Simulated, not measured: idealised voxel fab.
Documented hereafter: the process module known as voxel capacitor over wiring.
Xsec cut, 300 nm wide, square cell size 5 nm.
A cross-section in this document is a grid of square cells, and it is written down as bands, the top band listed before the ones below it; a band is made up of one or more rows of cells. What a band's entry tells you: where the top is and where the bottom is, as heights in nm, and after that what lies inside, material by material from left to right, each with its width in nm. Empty space is written as the word "empty", and a single material marked with the word "everywhere" occupies the band from edge to edge. Basically, 0 is our baseline, since under it the wafer straight out of the box is all one material. The bottom band has no lower end and keeps on going down, so it looks like "0 and below". Quick explanation for "30..40": the width changes in equal steps down the rows of cells, from the first number in the band's top row to the second number in its bottom row. Where the words "remains unaltered" appear for a step, the cross-section shows no cell changed by that step; every cell remained as before. Each empty space that has no open way to the top and spans at least 8 cells appears under "Sealed void inventory" as width x height at distance, the distance counted from the left edge, all in nm. On each step's line, the part that comes after the settings is the simulator's own comment on the step. The optional step-line setting "overlay nm" applies to steps with a mask and quantifies how far to the right of its planned location the mask lay, a negative value indicating leftward placement. Note on reading: below, each pair holds a cross-section from before one process step and one from after it; the one from after shows only down to the lowest band that changed. Beneath the pair, the step in between is stated along with its settings. The pairs can stem from different runs of this module on the same starting wafer. Where a pair's entry headed "Status quo ante" says so, and only there, that pair continues from the pair above it.

# Status quo ante
	95 down to 80: 105 nm empty, then 65 nm aC, then 130 nm empty
	80 down to 75: 105 nm empty, then 65 nm TiN, then 130 nm empty
	75 down to 70: SiN everywhere
	70 down to 65: TiN everywhere
	65 down to 45: 115 nm SiO2, then 5 nm TiN, then 5 nm W, then 5 nm TiN, then 170 nm SiO2
	45 down to 40: 115 nm SiCN, then 15 nm TiN, then 170 nm SiCN
	40 down to 35: 90 nm SiCN, then 35 nm Ru, then 50 nm SiCN, then 35 nm Ru, then 90 nm SiCN
	35 down to 20: 95 nm SiO2, then 5 nm TiN, then 15 nm Cu, then 5 nm TiN, then 60 nm SiO2, then 5 nm TiN, then 15 nm Cu, then 5 nm TiN, then 95 nm SiO2
	20 down to 15: 95 nm SiN, then 25 nm TiN, then 60 nm SiN, then 25 nm TiN, then 95 nm SiN
	15 down to 0: SiO2 everywhere
	0 and below: Si everywhere
	Sealed void inventory: none

# Step Result
	95 down to 80: 105 nm empty, then 65 nm aC, then 130 nm empty
	80 down to 75: 105 nm empty, then 65 nm TiN, then 130 nm empty
	75 down to 70: 105 nm empty, then 65 nm SiN, then 130 nm empty
	Anything lower than 70 is untouched.
	Sealed void inventory: none
Processing between the before and after sections above: DIRECTIONAL_ETCH: etch materials SiN, depth nm 5

Status quo ante: Reference is made to the cross-section shown after the step in the pair directly above, which represents the state prior to this step.

# Step Result
	80 down to 75: 105 nm empty, then 65 nm TiN, then 130 nm empty
	Anything lower than 75 is untouched.
	Sealed void inventory: none
Processing between the before and after sections above: STRIP: etch materials aC

Status quo ante: Reference is made to the cross-section shown after the step in the pair directly above, which represents the state prior to this step.

# Step Result
	80 down to 75: 105 nm empty, then 65 nm TiN, then 130 nm empty
	75 down to 70: 105 nm empty, then 65 nm SiN, then 130 nm empty
	70 down to 65: 100 nm empty, then 75 nm TiN, then 125 nm empty
	Anything lower than 65 is untouched.
	Sealed void inventory: none
Processing between the before and after sections above: MASKED_ETCH: tone cover, mask id LOWER_PLATE, width nm 75, etch materials TiN, depth nm 5, overlay nm 0

Status quo ante: Reference is made to the cross-section shown after the step in the pair directly above, which represents the state prior to this step.

# Step Result
	100 down to 80: SiO2 everywhere
	80 down to 75: 105 nm SiO2, then 65 nm TiN, then 130 nm SiO2
	75 down to 70: 105 nm SiO2, then 65 nm SiN, then 130 nm SiO2
	70 down to 65: 100 nm SiO2, then 75 nm TiN, then 125 nm SiO2
	Anything lower than 65 is untouched.
	Sealed void inventory: none
Processing between the before and after sections above: FILL_DEP: material SiO2, thk nm 20

Status quo ante: Reference is made to the cross-section shown after the step in the pair directly above, which represents the state prior to this step.

# Step Result
	95 down to 80: SiO2 everywhere
	Anything lower than 80 is untouched.
	Sealed void inventory: none
Processing between the before and after sections above: CMP: height nm 95

Status quo ante: Reference is made to the cross-section shown after the step in the pair directly above, which represents the state prior to this step.

# Step Result
	115 down to 95: 115 nm resist, then 15 nm empty, then 170 nm resist
	Anything lower than 95 is untouched.
	Sealed void inventory: none
Processing between the before and after sections above: PATTERN: tone open, mask id PLUG_2, material resist, width nm 15, thk nm 20, overlay nm 0

Status quo ante: Reference is made to the cross-section shown after the step in the pair directly above, which represents the state prior to this step.

# Step Result
	115 down to 95: 115 nm resist, then 15 nm empty, then 170 nm resist
	95 down to 80: 115 nm SiO2, then 15 nm empty, then 170 nm SiO2
	Anything lower than 80 is untouched.
	Sealed void inventory: none
Processing between the before and after sections above: DIRECTIONAL_ETCH: etch materials SiO2, depth nm 15

Status quo ante: Reference is made to the cross-section shown after the step in the pair directly above, which represents the state prior to this step.

# Step Result
	95 down to 80: 115 nm SiO2, then 15 nm empty, then 170 nm SiO2
	Anything lower than 80 is untouched.
	Sealed void inventory: none
Processing between the before and after sections above: STRIP: etch materials resist

Status quo ante: Reference is made to the cross-section shown after the step in the pair directly above, which represents the state prior to this step.

# Step Result
	100 down to 95: 120 nm TiN, then 5 nm empty, then 175 nm TiN
	95 down to 85: 115 nm SiO2, then 5 nm TiN, then 5 nm empty, then 5 nm TiN, then 170 nm SiO2
	85 down to 75: 115..105 nm SiO2, then 15..65 nm TiN, then 170..130 nm SiO2
	Anything lower than 75 is untouched.
	Sealed void inventory: none
Processing between the before and after sections above: CONFORMAL_DEP: material TiN, thk nm 5

Status quo ante: Reference is made to the cross-section shown after the step in the pair directly above, which represents the state prior to this step.

# Step Result
	105 down to 100: W everywhere
	100 down to 95: 120 nm TiN, then 5 nm W, then 175 nm TiN
	95 down to 85: 115 nm SiO2, then 5 nm TiN, then 5 nm W, then 5 nm TiN, then 170 nm SiO2
	Anything lower than 85 is untouched.
	Sealed void inventory: none
Processing between the before and after sections above: FILL_DEP: material W, thk nm 5

Status quo ante: Reference is made to the cross-section shown after the step in the pair directly above, which represents the state prior to this step.

# Step Result
	95 down to 85: 115 nm SiO2, then 5 nm TiN, then 5 nm W, then 5 nm TiN, then 170 nm SiO2
	Anything lower than 85 is untouched.
	Sealed void inventory: none
Processing between the before and after sections above: CMP: height nm 95

Status quo ante: Reference is made to the cross-section shown after the step in the pair directly above, which represents the state prior to this step.

# Step Result
	100 down to 95: SiN everywhere
	Anything lower than 95 is untouched.
	Sealed void inventory: none
Processing between the before and after sections above: CONFORMAL_DEP: material SiN, thk nm 5

# Status quo ante
	45 down to 40: SiCN everywhere
	40 down to 35: 90 nm SiCN, then 35 nm Ru, then 50 nm SiCN, then 35 nm Ru, then 90 nm SiCN
	35 down to 20: 95 nm SiO2, then 5 nm TiN, then 15 nm Cu, then 5 nm TiN, then 60 nm SiO2, then 5 nm TiN, then 15 nm Cu, then 5 nm TiN, then 95 nm SiO2
	20 down to 15: 95 nm SiN, then 25 nm TiN, then 60 nm SiN, then 25 nm TiN, then 95 nm SiN
	15 down to 0: SiO2 everywhere
	0 and below: Si everywhere
	Sealed void inventory: none

# Step Result
	65 down to 45: Cu everywhere
	Anything lower than 45 is untouched.
	Sealed void inventory: none
Processing between the before and after sections above: DIRECTIONAL_DEP: material Cu, thk nm 20

Status quo ante: Reference is made to the cross-section shown after the step in the pair directly above, which represents the state prior to this step.

# Step Result
	80 down to 65: 105 nm resist, then 15 nm empty, then 180 nm resist
	Anything lower than 65 is untouched.
	Sealed void inventory: none
Processing between the before and after sections above: PATTERN: tone open, mask id PLUG_1, material resist, width nm 15, thk nm 15, overlay nm 0

Status quo ante: Reference is made to the cross-section shown after the step in the pair directly above, which represents the state prior to this step.

# Step Result
	65 down to 45: Cu everywhere
	Anything lower than 45 is untouched.
	Sealed void inventory: none
Processing between the before and after sections above: STRIP: etch materials resist

Status quo ante: Reference is made to the cross-section shown after the step in the pair directly above, which represents the state prior to this step.

# Step Result
	70 down to 65: TiN everywhere
	Anything lower than 65 is untouched.
	Sealed void inventory: none
Processing between the before and after sections above: CONFORMAL_DEP: material TiN, thk nm 5

Status quo ante: Reference is made to the cross-section shown after the step in the pair directly above, which represents the state prior to this step.

# Step Result
	75 down to 70: W everywhere
	Anything lower than 70 is untouched.
	Sealed void inventory: none
Processing between the before and after sections above: FILL_DEP: material W, thk nm 5

Status quo ante: Reference is made to the cross-section shown after the step in the pair directly above, which represents the state prior to this step.

# Step Result
	65 down to 45: Cu everywhere
	Anything lower than 45 is untouched.
	Sealed void inventory: none
Processing between the before and after sections above: CMP: height nm 65

Status quo ante: Reference is made to the cross-section shown after the step in the pair directly above, which represents the state prior to this step.

# Step Result
	70 down to 65: TiN everywhere
	Anything lower than 65 is untouched.
	Sealed void inventory: none
Processing between the before and after sections above: DIRECTIONAL_DEP: material TiN, thk nm 5

Status quo ante: Reference is made to the cross-section shown after the step in the pair directly above, which represents the state prior to this step.

# Step Result
	75 down to 70: SiN everywhere
	Anything lower than 70 is untouched.
	Sealed void inventory: none
Processing between the before and after sections above: DIRECTIONAL_DEP: material SiN, thk nm 5

Status quo ante: Reference is made to the cross-section shown after the step in the pair directly above, which represents the state prior to this step.

# Step Result
	80 down to 75: TiN everywhere
	Anything lower than 75 is untouched.
	Sealed void inventory: none
Processing between the before and after sections above: DIRECTIONAL_DEP: material TiN, thk nm 5

Status quo ante: Reference is made to the cross-section shown after the step in the pair directly above, which represents the state prior to this step.

# Step Result
	95 down to 80: aC everywhere
	Anything lower than 80 is untouched.
	Sealed void inventory: none
Processing between the before and after sections above: DIRECTIONAL_DEP: material aC, thk nm 15

Status quo ante: Reference is made to the cross-section shown after the step in the pair directly above, which represents the state prior to this step.

# Step Result
	130 down to 95: 105 nm empty, then 65 nm resist, then 130 nm empty
	Anything lower than 95 is untouched.
	Sealed void inventory: none
Processing between the before and after sections above: PATTERN: tone cover, mask id UPPER_PLATE, material resist, width nm 65, thk nm 35, overlay nm 0

Status quo ante: Reference is made to the cross-section shown after the step in the pair directly above, which represents the state prior to this step.

# Step Result
	115 down to 95: 105 nm empty, then 65 nm resist, then 130 nm empty
	95 down to 80: 105 nm empty, then 65 nm aC, then 130 nm empty
	Anything lower than 80 is untouched.
	Sealed void inventory: none
Processing between the before and after sections above: DIRECTIONAL_ETCH: etch materials aC, depth nm 15

Status quo ante: Reference is made to the cross-section shown after the step in the pair directly above, which represents the state prior to this step.

# Step Result
	95 down to 80: 105 nm empty, then 65 nm aC, then 130 nm empty
	Anything lower than 80 is untouched.
	Sealed void inventory: none
Processing between the before and after sections above: STRIP: etch materials resist

Status quo ante: Reference is made to the cross-section shown after the step in the pair directly above, which represents the state prior to this step.

# Step Result
	95 down to 80: 105 nm empty, then 65 nm aC, then 130 nm empty
	80 down to 75: 105 nm empty, then 65 nm TiN, then 130 nm empty
	Anything lower than 75 is untouched.
	Sealed void inventory: none
Processing between the before and after sections above: DIRECTIONAL_ETCH: etch materials TiN, depth nm 5

Status quo ante: Reference is made to the cross-section shown after the step in the pair directly above, which represents the state prior to this step.

# Step Result
	95 down to 80: 105 nm empty, then 65 nm aC, then 130 nm empty
	80 down to 75: 105 nm empty, then 65 nm TiN, then 130 nm empty
	75 down to 70: 105 nm empty, then 65 nm SiN, then 130 nm empty
	Anything lower than 70 is untouched.
	Sealed void inventory: none
Processing between the before and after sections above: DIRECTIONAL_ETCH: etch materials SiN, depth nm 5

Status quo ante: Reference is made to the cross-section shown after the step in the pair directly above, which represents the state prior to this step.

# Step Result
	80 down to 75: 105 nm empty, then 65 nm TiN, then 130 nm empty
	Anything lower than 75 is untouched.
	Sealed void inventory: none
Processing between the before and after sections above: STRIP: etch materials aC

Status quo ante: Reference is made to the cross-section shown after the step in the pair directly above, which represents the state prior to this step.

# Step Result
	80 down to 75: 105 nm empty, then 65 nm TiN, then 130 nm empty
	75 down to 70: 105 nm empty, then 65 nm SiN, then 130 nm empty
	70 down to 65: 100 nm empty, then 75 nm TiN, then 125 nm empty
	Anything lower than 65 is untouched.
	Sealed void inventory: none
Processing between the before and after sections above: MASKED_ETCH: tone cover, mask id LOWER_PLATE, width nm 75, etch materials TiN, depth nm 5, overlay nm 0

Status quo ante: Reference is made to the cross-section shown after the step in the pair directly above, which represents the state prior to this step.

# Step Result
	100 down to 80: SiO2 everywhere
	80 down to 75: 105 nm SiO2, then 65 nm TiN, then 130 nm SiO2
	75 down to 70: 105 nm SiO2, then 65 nm SiN, then 130 nm SiO2
	70 down to 65: 100 nm SiO2, then 75 nm TiN, then 125 nm SiO2
	Anything lower than 65 is untouched.
	Sealed void inventory: none
Processing between the before and after sections above: FILL_DEP: material SiO2, thk nm 20

Status quo ante: Reference is made to the cross-section shown after the step in the pair directly above, which represents the state prior to this step.

# Step Result
	95 down to 80: SiO2 everywhere
	Anything lower than 80 is untouched.
	Sealed void inventory: none
Processing between the before and after sections above: CMP: height nm 95

Status quo ante: Reference is made to the cross-section shown after the step in the pair directly above, which represents the state prior to this step.

# Step Result
	115 down to 95: 115 nm resist, then 15 nm empty, then 170 nm resist
	Anything lower than 95 is untouched.
	Sealed void inventory: none
Processing between the before and after sections above: PATTERN: tone open, mask id PLUG_2, material resist, width nm 15, thk nm 20, overlay nm 0

Status quo ante: Reference is made to the cross-section shown after the step in the pair directly above, which represents the state prior to this step.

# Step Result
	115 down to 95: 115 nm resist, then 15 nm empty, then 170 nm resist
	95 down to 80: 115 nm SiO2, then 15 nm empty, then 170 nm SiO2
	Anything lower than 80 is untouched.
	Sealed void inventory: none
Processing between the before and after sections above: DIRECTIONAL_ETCH: etch materials SiO2, depth nm 15

Status quo ante: Reference is made to the cross-section shown after the step in the pair directly above, which represents the state prior to this step.

# Step Result
	95 down to 80: 115 nm SiO2, then 15 nm empty, then 170 nm SiO2
	Anything lower than 80 is untouched.
	Sealed void inventory: none
Processing between the before and after sections above: STRIP: etch materials resist

Status quo ante: Reference is made to the cross-section shown after the step in the pair directly above, which represents the state prior to this step.

# Step Result
	100 down to 95: 120 nm TiN, then 5 nm empty, then 175 nm TiN
	95 down to 85: 115 nm SiO2, then 5 nm TiN, then 5 nm empty, then 5 nm TiN, then 170 nm SiO2
	85 down to 75: 115..105 nm SiO2, then 15..65 nm TiN, then 170..130 nm SiO2
	Anything lower than 75 is untouched.
	Sealed void inventory: none
Processing between the before and after sections above: CONFORMAL_DEP: material TiN, thk nm 5

Status quo ante: Reference is made to the cross-section shown after the step in the pair directly above, which represents the state prior to this step.

# Step Result
	105 down to 100: W everywhere
	100 down to 95: 120 nm TiN, then 5 nm W, then 175 nm TiN
	95 down to 85: 115 nm SiO2, then 5 nm TiN, then 5 nm W, then 5 nm TiN, then 170 nm SiO2
	Anything lower than 85 is untouched.
	Sealed void inventory: none
Processing between the before and after sections above: FILL_DEP: material W, thk nm 5

Status quo ante: Reference is made to the cross-section shown after the step in the pair directly above, which represents the state prior to this step.

# Step Result
	95 down to 85: 115 nm SiO2, then 5 nm TiN, then 5 nm W, then 5 nm TiN, then 170 nm SiO2
	Anything lower than 85 is untouched.
	Sealed void inventory: none
Processing between the before and after sections above: CMP: height nm 95

Status quo ante: Reference is made to the cross-section shown after the step in the pair directly above, which represents the state prior to this step.

# Step Result
	100 down to 95: SiN everywhere
	Anything lower than 95 is untouched.
	Sealed void inventory: none
Processing between the before and after sections above: CONFORMAL_DEP: material SiN, thk nm 5

# Status quo ante
	65 down to 45: SiO2 everywhere
	45 down to 40: SiCN everywhere
	40 down to 35: 90 nm SiCN, then 35 nm Ru, then 50 nm SiCN, then 35 nm Ru, then 90 nm SiCN
	35 down to 20: 95 nm SiO2, then 5 nm TiN, then 15 nm Cu, then 5 nm TiN, then 60 nm SiO2, then 5 nm TiN, then 15 nm Cu, then 5 nm TiN, then 95 nm SiO2
	20 down to 15: 95 nm SiN, then 25 nm TiN, then 60 nm SiN, then 25 nm TiN, then 95 nm SiN
	15 down to 0: SiO2 everywhere
	0 and below: Si everywhere
	Sealed void inventory: none

# Step Result
	80 down to 65: 105 nm empty, then 15 nm resist, then 180 nm empty
	Anything lower than 65 is untouched.
	Sealed void inventory: none
Processing between the before and after sections above: PATTERN: tone cover, mask id PLUG_1, material resist, width nm 15, thk nm 15, overlay nm 0

Status quo ante: Reference is made to the cross-section shown after the step in the pair directly above, which represents the state prior to this step.

# Step Result
	80 down to 65: 105 nm empty, then 15 nm resist, then 180 nm empty
	65 down to 45: 105 nm empty, then 15 nm SiO2, then 180 nm empty
	Anything lower than 45 is untouched.
	Sealed void inventory: none
Processing between the before and after sections above: DIRECTIONAL_ETCH: etch materials SiO2, depth nm 20

Status quo ante: Reference is made to the cross-section shown after the step in the pair directly above, which represents the state prior to this step.

# Step Result
	80 down to 65: 105 nm empty, then 15 nm resist, then 180 nm empty
	65 down to 45: 105 nm empty, then 15 nm SiO2, then 180 nm empty
	45 down to 40: 105 nm empty, then 15 nm SiCN, then 180 nm empty
	Anything lower than 40 is untouched.
	Sealed void inventory: none
Processing between the before and after sections above: DIRECTIONAL_ETCH: etch materials SiCN, depth nm 5

Status quo ante: Reference is made to the cross-section shown after the step in the pair directly above, which represents the state prior to this step.

# Step Result
	65 down to 45: 105 nm empty, then 15 nm SiO2, then 180 nm empty
	Anything lower than 45 is untouched.
	Sealed void inventory: none
Processing between the before and after sections above: STRIP: etch materials resist

Status quo ante: Reference is made to the cross-section shown after the step in the pair directly above, which represents the state prior to this step.

# Step Result
	70 down to 65: 100 nm empty, then 25 nm TiN, then 175 nm empty
	65 down to 45: 100 nm empty, then 5 nm TiN, then 15 nm SiO2, then 5 nm TiN, then 175 nm empty
	45 down to 40: 105 nm TiN, then 15 nm SiCN, then 180 nm TiN
	Anything lower than 40 is untouched.
	Sealed void inventory: none
Processing between the before and after sections above: CONFORMAL_DEP: material TiN, thk nm 5

Status quo ante: Reference is made to the cross-section shown after the step in the pair directly above, which represents the state prior to this step.

# Step Result
	75 down to 70: W everywhere
	70 down to 65: 100 nm W, then 25 nm TiN, then 175 nm W
	65 down to 45: 100 nm W, then 5 nm TiN, then 15 nm SiO2, then 5 nm TiN, then 175 nm W
	Anything lower than 45 is untouched.
	Sealed void inventory: none
Processing between the before and after sections above: FILL_DEP: material W, thk nm 5

Status quo ante: Reference is made to the cross-section shown after the step in the pair directly above, which represents the state prior to this step.

# Step Result
	65 down to 45: 100 nm W, then 5 nm TiN, then 15 nm SiO2, then 5 nm TiN, then 175 nm W
	Anything lower than 45 is untouched.
	Sealed void inventory: none
Processing between the before and after sections above: CMP: height nm 65

Status quo ante: Reference is made to the cross-section shown after the step in the pair directly above, which represents the state prior to this step.

# Step Result
	70 down to 65: TiN everywhere
	Anything lower than 65 is untouched.
	Sealed void inventory: none
Processing between the before and after sections above: DIRECTIONAL_DEP: material TiN, thk nm 5

Status quo ante: Reference is made to the cross-section shown after the step in the pair directly above, which represents the state prior to this step.

# Step Result
	75 down to 70: SiN everywhere
	Anything lower than 70 is untouched.
	Sealed void inventory: none
Processing between the before and after sections above: DIRECTIONAL_DEP: material SiN, thk nm 5

Status quo ante: Reference is made to the cross-section shown after the step in the pair directly above, which represents the state prior to this step.

# Step Result
	80 down to 75: TiN everywhere
	Anything lower than 75 is untouched.
	Sealed void inventory: none
Processing between the before and after sections above: DIRECTIONAL_DEP: material TiN, thk nm 5

Status quo ante: Reference is made to the cross-section shown after the step in the pair directly above, which represents the state prior to this step.

# Step Result
	95 down to 80: aC everywhere
	Anything lower than 80 is untouched.
	Sealed void inventory: none
Processing between the before and after sections above: DIRECTIONAL_DEP: material aC, thk nm 15

Status quo ante: Reference is made to the cross-section shown after the step in the pair directly above, which represents the state prior to this step.

# Step Result
	130 down to 95: 105 nm empty, then 65 nm resist, then 130 nm empty
	Anything lower than 95 is untouched.
	Sealed void inventory: none
Processing between the before and after sections above: PATTERN: tone cover, mask id UPPER_PLATE, material resist, width nm 65, thk nm 35, overlay nm 0

Status quo ante: Reference is made to the cross-section shown after the step in the pair directly above, which represents the state prior to this step.

# Step Result
	115 down to 95: 105 nm empty, then 65 nm resist, then 130 nm empty
	95 down to 80: 105 nm empty, then 65 nm aC, then 130 nm empty
	Anything lower than 80 is untouched.
	Sealed void inventory: none
Processing between the before and after sections above: DIRECTIONAL_ETCH: etch materials aC, depth nm 15

Status quo ante: Reference is made to the cross-section shown after the step in the pair directly above, which represents the state prior to this step.

# Step Result
	95 down to 80: 105 nm empty, then 65 nm aC, then 130 nm empty
	Anything lower than 80 is untouched.
	Sealed void inventory: none
Processing between the before and after sections above: STRIP: etch materials resist

Status quo ante: Reference is made to the cross-section shown after the step in the pair directly above, which represents the state prior to this step.

# Step Result
	95 down to 80: 105 nm empty, then 65 nm aC, then 130 nm empty
	80 down to 75: 105 nm empty, then 65 nm TiN, then 130 nm empty
	Anything lower than 75 is untouched.
	Sealed void inventory: none
Processing between the before and after sections above: DIRECTIONAL_ETCH: etch materials TiN, depth nm 5

Status quo ante: Reference is made to the cross-section shown after the step in the pair directly above, which represents the state prior to this step.

# Step Result
	95 down to 80: 105 nm empty, then 65 nm aC, then 130 nm empty
	80 down to 75: 105 nm empty, then 65 nm TiN, then 130 nm empty
	75 down to 70: 105 nm empty, then 65 nm SiN, then 130 nm empty
	Anything lower than 70 is untouched.
	Sealed void inventory: none
Processing between the before and after sections above: DIRECTIONAL_ETCH: etch materials SiN, depth nm 5

Status quo ante: Reference is made to the cross-section shown after the step in the pair directly above, which represents the state prior to this step.

# Step Result
	80 down to 75: 105 nm empty, then 65 nm TiN, then 130 nm empty
	Anything lower than 75 is untouched.
	Sealed void inventory: none
Processing between the before and after sections above: STRIP: etch materials aC

Status quo ante: Reference is made to the cross-section shown after the step in the pair directly above, which represents the state prior to this step.

# Step Result
	80 down to 75: 105 nm empty, then 65 nm TiN, then 130 nm empty
	75 down to 70: 105 nm empty, then 65 nm SiN, then 130 nm empty
	70 down to 65: 100 nm empty, then 75 nm TiN, then 125 nm empty
	Anything lower than 65 is untouched.
	Sealed void inventory: none
Processing between the before and after sections above: MASKED_ETCH: tone cover, mask id LOWER_PLATE, width nm 75, etch materials TiN, depth nm 5, overlay nm 0

Status quo ante: Reference is made to the cross-section shown after the step in the pair directly above, which represents the state prior to this step.

# Step Result
	100 down to 80: SiO2 everywhere
	80 down to 75: 105 nm SiO2, then 65 nm TiN, then 130 nm SiO2
	75 down to 70: 105 nm SiO2, then 65 nm SiN, then 130 nm SiO2
	70 down to 65: 100 nm SiO2, then 75 nm TiN, then 125 nm SiO2
	Anything lower than 65 is untouched.
	Sealed void inventory: none
Processing between the before and after sections above: FILL_DEP: material SiO2, thk nm 20

Status quo ante: Reference is made to the cross-section shown after the step in the pair directly above, which represents the state prior to this step.

# Step Result
	95 down to 80: SiO2 everywhere
	Anything lower than 80 is untouched.
	Sealed void inventory: none
Processing between the before and after sections above: CMP: height nm 95

Status quo ante: Reference is made to the cross-section shown after the step in the pair directly above, which represents the state prior to this step.

# Step Result
	115 down to 95: 115 nm resist, then 15 nm empty, then 170 nm resist
	Anything lower than 95 is untouched.
	Sealed void inventory: none
Processing between the before and after sections above: PATTERN: tone open, mask id PLUG_2, material resist, width nm 15, thk nm 20, overlay nm 0

Status quo ante: Reference is made to the cross-section shown after the step in the pair directly above, which represents the state prior to this step.

# Step Result
	115 down to 95: 115 nm resist, then 15 nm empty, then 170 nm resist
	95 down to 80: 115 nm SiO2, then 15 nm empty, then 170 nm SiO2
	Anything lower than 80 is untouched.
	Sealed void inventory: none
Processing between the before and after sections above: DIRECTIONAL_ETCH: etch materials SiO2, depth nm 15

Status quo ante: Reference is made to the cross-section shown after the step in the pair directly above, which represents the state prior to this step.

# Step Result
	95 down to 80: 115 nm SiO2, then 15 nm empty, then 170 nm SiO2
	Anything lower than 80 is untouched.
	Sealed void inventory: none
Processing between the before and after sections above: STRIP: etch materials resist

Status quo ante: Reference is made to the cross-section shown after the step in the pair directly above, which represents the state prior to this step.

# Step Result
	100 down to 95: 120 nm TiN, then 5 nm empty, then 175 nm TiN
	95 down to 85: 115 nm SiO2, then 5 nm TiN, then 5 nm empty, then 5 nm TiN, then 170 nm SiO2
	85 down to 75: 115..105 nm SiO2, then 15..65 nm TiN, then 170..130 nm SiO2
	Anything lower than 75 is untouched.
	Sealed void inventory: none
Processing between the before and after sections above: CONFORMAL_DEP: material TiN, thk nm 5

Status quo ante: Reference is made to the cross-section shown after the step in the pair directly above, which represents the state prior to this step.

# Step Result
	105 down to 100: W everywhere
	100 down to 95: 120 nm TiN, then 5 nm W, then 175 nm TiN
	95 down to 85: 115 nm SiO2, then 5 nm TiN, then 5 nm W, then 5 nm TiN, then 170 nm SiO2
	Anything lower than 85 is untouched.
	Sealed void inventory: none
Processing between the before and after sections above: FILL_DEP: material W, thk nm 5

Status quo ante: Reference is made to the cross-section shown after the step in the pair directly above, which represents the state prior to this step.

# Step Result
	95 down to 85: 115 nm SiO2, then 5 nm TiN, then 5 nm W, then 5 nm TiN, then 170 nm SiO2
	Anything lower than 85 is untouched.
	Sealed void inventory: none
Processing between the before and after sections above: CMP: height nm 95

Status quo ante: Reference is made to the cross-section shown after the step in the pair directly above, which represents the state prior to this step.

# Step Result
	100 down to 95: SiN everywhere
	Anything lower than 95 is untouched.
	Sealed void inventory: none
Processing between the before and after sections above: CONFORMAL_DEP: material SiN, thk nm 5
